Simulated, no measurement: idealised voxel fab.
process module | voxel capacitor over wiring
cross-section cut | 145 nm wide | cells 5 nm
A cross-section is a grid of square cells, given in bands from the top down. A band is one or more rows of cells.
Each band's line starts with the height of the band's top and of its bottom, in nm. Then come its materials from left to right, each with its width in nm. One material with "throughout" fills the band from edge to edge. "air" is empty space.
Height 0 is the level under which the wafer as received is all one material. The lowest band goes on downwards, as in "0 down".
A width such as "30 to 40" changes by the same amount from each row of cells to the next, from the band's top row to its bottom row.
"no change" after a step means that no cell of the cross-section changed.
closed voids: empty space of 8 cells or more with no open way to the top, each as width x height at its distance from the left edge, in nm
after a step's settings: what the simulator itself notes on the step
overlay nm, on a step with a mask: how far to the right of its planned place the mask lay; to the left if negative
plan
1 op RECEIVE | material Si
2 op CONFORMAL_DEP | material SiO2 | thk nm 15
3 op CONFORMAL_DEP | material SiN | thk nm 5
4 op DIRECTIONAL_DEP | material SiO2 | thk nm 15
5 op MASKED_ETCH | tone open | mask id METAL_1 | width nm 25 | pitch nm 75 | etch materials SiO2 | depth nm 15 | overlay nm 0
6 op MASKED_ETCH | tone open | mask id METAL_1 | width nm 25 | pitch nm 75 | etch materials SiN | depth nm 5 | overlay nm 0
7 op CONFORMAL_DEP | material TiN | thk nm 5
8 op FILL_DEP | material Ru | thk nm 10
9 op CMP | height nm 35
10 op CONFORMAL_DEP | material SiCN | thk nm 5
11 op DIRECTIONAL_DEP | material lowk | thk nm 15
12 op PATTERN | tone open | mask id PLUG_1 | material resist | width nm 15 | thk nm 15 | overlay nm 0
13 op DIRECTIONAL_ETCH | etch materials lowk | depth nm 15
14 op DIRECTIONAL_ETCH | etch materials SiCN | depth nm 5
15 op STRIP | etch materials resist
16 op EPI | material Ru | thk nm 10
17 op EPI | material Ru | thk nm 10
18 op DIRECTIONAL_DEP | material TiN | thk nm 5
19 op DIRECTIONAL_DEP | material HfO2 | thk nm 5
20 op DIRECTIONAL_DEP | material TiN | thk nm 10
21 op DIRECTIONAL_DEP | material aC | thk nm 15
22 op PATTERN | tone cover | mask id UPPER_PLATE | material resist | width nm 55 | thk nm 30 | overlay nm 0
23 op DIRECTIONAL_ETCH | etch materials aC | depth nm 15
24 op STRIP | etch materials resist
25 op DIRECTIONAL_ETCH | etch materials TiN | depth nm 10
26 op DIRECTIONAL_ETCH | etch materials HfO2 | depth nm 5
27 op STRIP | etch materials aC
28 op MASKED_ETCH | tone cover | mask id LOWER_PLATE | width nm 65 | etch materials TiN | depth nm 5 | overlay nm 0
29 op FILL_DEP | material SiO2 | thk nm 15
30 op CMP | height nm 85
31 op MASKED_ETCH | tone open | mask id PLUG_2 | width nm 15 | etch materials SiO2 | depth nm 10 | overlay nm 0
32 op CONFORMAL_DEP | material TiN | thk nm 5
33 op FILL_DEP | material W | thk nm 5
34 op CMP | height nm 85
35 op CONFORMAL_DEP | material SiN | thk nm 5
first wafer, as planned
as received, after step 1
  0 down: Si throughout
  closed voids: none
after step 2
  15 to 0: SiO2 throughout
  below 0: unchanged
after step 3
  20 to 15: SiN throughout
  below 15: unchanged
after step 4
  35 to 20: SiO2 throughout
  below 20: unchanged
after step 5
  35 to 20: SiO2 20 | air 25 | SiO2 50 | air 25 | SiO2 25
  below 20: unchanged
after step 6
  35 to 20: SiO2 20 | air 25 | SiO2 50 | air 25 | SiO2 25
  20 to 15: SiN 20 | air 25 | SiN 50 | air 25 | SiN 25
  below 15: unchanged
after step 7
  40 to 35: TiN 25 | air 15 | TiN 60 | air 15 | TiN 30
  35 to 20: SiO2 20 | TiN 5 | air 15 | TiN 5 | SiO2 50 | TiN 5 | air 15 | TiN 5 | SiO2 25
  20 to 15: SiN 20 | TiN 25 | SiN 50 | TiN 25 | SiN 25
  below 15: unchanged
after step 8
  50 to 40: Ru throughout
  40 to 35: TiN 25 | Ru 15 | TiN 60 | Ru 15 | TiN 30
  35 to 20: SiO2 20 | TiN 5 | Ru 15 | TiN 5 | SiO2 50 | TiN 5 | Ru 15 | TiN 5 | SiO2 25
  below 20: unchanged
after step 9
  35 to 20: SiO2 20 | TiN 5 | Ru 15 | TiN 5 | SiO2 50 | TiN 5 | Ru 15 | TiN 5 | SiO2 25
  below 20: unchanged
after step 10
  40 to 35: SiCN throughout
  below 35: unchanged
after step 11
  55 to 40: lowk throughout
  below 40: unchanged
after step 12
  70 to 55: resist 30 | air 15 | resist 100
  below 55: unchanged
after step 13
  70 to 55: resist 30 | air 15 | resist 100
  55 to 40: lowk 30 | air 15 | lowk 100
  below 40: unchanged
after step 14
  70 to 55: resist 30 | air 15 | resist 100
  55 to 40: lowk 30 | air 15 | lowk 100
  40 to 35: SiCN 30 | air 15 | SiCN 100
  below 35: unchanged
after step 15
  55 to 40: lowk 30 | air 15 | lowk 100
  below 40: unchanged
after step 16
  55 to 45: lowk 30 | air 15 | lowk 100
  45 to 40: lowk 30 | Ru 15 | lowk 100
  40 to 35: SiCN 30 | Ru 15 | SiCN 100
  below 35: unchanged
after step 17
  55 to 40: lowk 30 | Ru 15 | lowk 100
  below 40: unchanged
after step 18
  60 to 55: TiN throughout
  below 55: unchanged
after step 19
  65 to 60: HfO2 throughout
  below 60: unchanged
after step 20
  75 to 65: TiN throughout
  below 65: unchanged
after step 21
  90 to 75: aC throughout
  below 75: unchanged
after step 22
  120 to 90: air 30 | resist 55 | air 60
  below 90: unchanged
after step 23
  105 to 90: air 30 | resist 55 | air 60
  90 to 75: air 30 | aC 55 | air 60
  below 75: unchanged
after step 24
  90 to 75: air 30 | aC 55 | air 60
  below 75: unchanged
after step 25
  90 to 75: air 30 | aC 55 | air 60
  75 to 65: air 30 | TiN 55 | air 60
  below 65: unchanged
after step 26
  90 to 75: air 30 | aC 55 | air 60
  75 to 65: air 30 | TiN 55 | air 60
  65 to 60: air 30 | HfO2 55 | air 60
  below 60: unchanged
after step 27
  75 to 65: air 30 | TiN 55 | air 60
  below 65: unchanged
after step 28
  75 to 65: air 30 | TiN 55 | air 60
  65 to 60: air 30 | HfO2 55 | air 60
  60 to 55: air 25 | TiN 65 | air 55
  below 55: unchanged
after step 29
  90 to 75: SiO2 throughout
  75 to 65: SiO2 30 | TiN 55 | SiO2 60
  65 to 60: SiO2 30 | HfO2 55 | SiO2 60
  60 to 55: SiO2 25 | TiN 65 | SiO2 55
  below 55: unchanged
after step 30
  85 to 75: SiO2 throughout
  below 75: unchanged
after step 31
  85 to 75: SiO2 40 | air 15 | SiO2 90
  below 75: unchanged
after step 32
  90 to 85: TiN 45 | air 5 | TiN 95
  85 to 80: SiO2 40 | TiN 5 | air 5 | TiN 5 | SiO2 90
  80 to 75: SiO2 40 | TiN 15 | SiO2 90
  below 75: unchanged
after step 33
  95 to 90: W throughout
  90 to 85: TiN 45 | W 5 | TiN 95
  85 to 80: SiO2 40 | TiN 5 | W 5 | TiN 5 | SiO2 90
  below 80: unchanged
after step 34
  85 to 80: SiO2 40 | TiN 5 | W 5 | TiN 5 | SiO2 90
  below 80: unchanged
after step 35
  90 to 85: SiN throughout
  below 85: unchanged
second wafer: like start, like plan, one mistake. Through step 16 it matches the first wafer
when step 17 should have ended
  60 to 55: TiN 30 | air 15 | TiN 100
  55 to 50: lowk 30 | air 15 | lowk 100
  50 to 45: lowk 30 | TiN 15 | lowk 100
  below 45: unchanged
when step 18 should have ended
  70 to 60: Ru throughout
  60 to 55: TiN 30 | Ru 15 | TiN 100
  55 to 50: lowk 30 | Ru 15 | lowk 100
  below 50: unchanged
when step 19 should have ended
  75 to 70: HfO2 throughout
  below 70: unchanged
when step 20 should have ended
  85 to 75: TiN throughout
  below 75: unchanged
when step 21 should have ended
  100 to 85: aC throughout
  below 85: unchanged
when step 22 should have ended
  130 to 100: air 30 | resist 55 | air 60
  below 100: unchanged
when step 23 should have ended
  115 to 100: air 30 | resist 55 | air 60
  100 to 85: air 30 | aC 55 | air 60
  below 85: unchanged
when step 24 should have ended
  100 to 85: air 30 | aC 55 | air 60
  below 85: unchanged
when step 25 should have ended
  100 to 85: air 30 | aC 55 | air 60
  85 to 75: air 30 | TiN 55 | air 60
  below 75: unchanged
when step 26 should have ended
  100 to 85: air 30 | aC 55 | air 60
  85 to 75: air 30 | TiN 55 | air 60
  75 to 70: air 30 | HfO2 55 | air 60
  below 70: unchanged
when step 27 should have ended
  85 to 75: air 30 | TiN 55 | air 60
  below 75: unchanged
when step 28 should have ended: no change
when step 29 should have ended
  100 to 85: SiO2 throughout
  85 to 75: SiO2 30 | TiN 55 | SiO2 60
  75 to 70: SiO2 30 | HfO2 55 | SiO2 60
  below 70: unchanged
when step 30 should have ended
  85 to 75: SiO2 30 | TiN 55 | SiO2 60
  below 75: unchanged
when step 31 should have ended: no change
when step 32 should have ended
  90 to 85: TiN throughout
  below 85: unchanged
when step 33 should have ended
  95 to 90: W throughout
  below 90: unchanged
when step 34 should have ended
  85 to 75: SiO2 30 | TiN 55 | SiO2 60
  below 75: unchanged
when step 35 should have ended
  90 to 85: SiN throughout
  below 85: unchanged
what went wrong: steps 17 and 18 were swapped
at the end the second wafer has, in cells: 58 more of Ru | 68 fewer of SiO2 | 11 more of TiN | 1 fewer of W
